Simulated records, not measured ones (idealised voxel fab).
process module | voxel released beams
cross-section cut | 145 nm wide | cells 5 nm
A cross-section is a grid of square cells, given in bands from the top down. A band is one or more rows of cells.
Each band's line starts with the height of the band's top and of its bottom, in nm. Then come its materials from left to right, each with its width in nm. One material with "throughout" fills the band from edge to edge. "air" is empty space.
Height 0 is the level under which the wafer as received is all one material. The lowest band goes on downwards, as in "0 down".
A width such as "30 to 40" changes by the same amount from each row of cells to the next, from the band's top row to its bottom row.
"no change" after a step means that no cell of the cross-section changed.
closed voids: empty space of 8 cells or more with no open way to the top, each as width x height at its distance from the left edge, in nm
after a step's settings: what the simulator itself notes on the step
overlay nm, on a step with a mask: how far to the right of its planned place the mask lay; to the left if negative
plan
1 op RECEIVE | material Si
2 op CONFORMAL_DEP | material Al2O3 | thk nm 5
3 op DIRECTIONAL_DEP | material SiO2 | thk nm 20
4 op MASKED_ETCH | tone open | mask id ANCHOR | width nm 45 | etch materials SiO2 | depth nm 20 | overlay nm 0
5 op CONFORMAL_DEP | material polySi | thk nm 15
6 op MASKED_ETCH | tone cover | mask id BEAM | width nm 90 | etch materials polySi | depth nm 15 | overlay nm 0
7 op STRIP | etch materials SiO2
as received, after step 1
  0 down: Si throughout
  closed voids: none
a wafer at the end: this start, this plan, one mistake
  20 to 5: air 25 | polySi 90 | air 30
  5 to 0: Al2O3 throughout
  0 down: Si throughout
  closed voids: none
what went wrong: step 3 was left out
